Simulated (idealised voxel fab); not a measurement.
Title: Process Module voxel double patterning
Square cell edge 5 nm, section width 220 nm, ID cut.
In what follows, cross-sections appear as grids of square cells, described through bands that run from the top down, where every band is one or more rows of cells.
The entry gives the band's vertical extent as a top height and a bottom height in nm, then its horizontal make-up as materials from left to right, each with a width in nm. "empty" stands for empty space; a single material marked "edge to edge" fills the band edge to edge.
All heights in this document are referenced to 0, defined as the level beneath which the wafer, as received, consists entirely of one material. The lowest band is not bounded below; it extends indefinitely downward and is written in the form "from 0 down".
Top row gets the first number, bottom row gets the second, and each row in between changes by the same step: that is how a band width like "30 to 40" works.
"nothing got changed" -> step changed no cross-section cell.
If an empty space has no open way to the top and is at least 8 cells in size, "Closed cavities" lists it, written width x height at distance, where distance is measured from the left edge and every value is in nm.
Whatever follows a step's settings on its line is a remark the simulator itself makes about that step.
For masked steps, "overlay nm" on the step line gives how far right of plan the mask actually lay; a minus sign means it lay to the left.
List of planned process steps
1. RECEIVE,material Si
2. CONFORMAL_DEP,material SiO2,thk nm 5
3. DIRECTIONAL_DEP,material TiN,thk nm 15
4. DIRECTIONAL_DEP,material SiCN,thk nm 10
5. PATTERN,tone open,mask id FIRST,material resist,width nm 15,pitch nm 50,thk nm 15,overlay nm 0
6. DIRECTIONAL_ETCH,etch materials SiCN,depth nm 10
7. STRIP,etch materials resist
8. DIRECTIONAL_DEP,material aC,thk nm 10
9. PATTERN,tone open,mask id SECOND,material resist,width nm 15,thk nm 25,overlay nm 0
10. DIRECTIONAL_ETCH,etch materials aC,depth nm 10
11. STRIP,etch materials resist
12. DIRECTIONAL_ETCH,etch materials SiCN,depth nm 10
13. STRIP,etch materials aC
14. DIRECTIONAL_ETCH,etch materials TiN,depth nm 15
15. STRIP,etch materials SiCN
As received (post step 1): cross-section
	from 0 down = Si edge to edge
	Closed cavities: none
The first of the two wafers as seen in cross-section once the module was finished; processing followed the plan
	from 20 to 5 = TiN: 75, then empty: 15, then TiN: 10, then empty: 15, then TiN: 10, then empty: 15, then TiN: 80
	from 5 to 0 = SiO2 edge to edge
	from 0 down = Si edge to edge
	Closed cavities: none
Cross-section, second wafer: same start as the first, same plan as the first, one mistake in running it; taken at the end of the module
	from 20 to 5 = TiN: 75, then empty: 15, then TiN: 15, then empty: 15, then TiN: 5, then empty: 15, then TiN: 80
	from 5 to 0 = SiO2 edge to edge
	from 0 down = Si edge to edge
	Closed cavities: none
The mistake made against the process plan was this: step 9, actual vs plan mismatch, actual run PATTERN,tone open,mask id SECOND,material resist,width nm 15,thk nm 25,overlay nm 5
The two final wafers agree on how many cells each material fills and disagree on which cells those are.
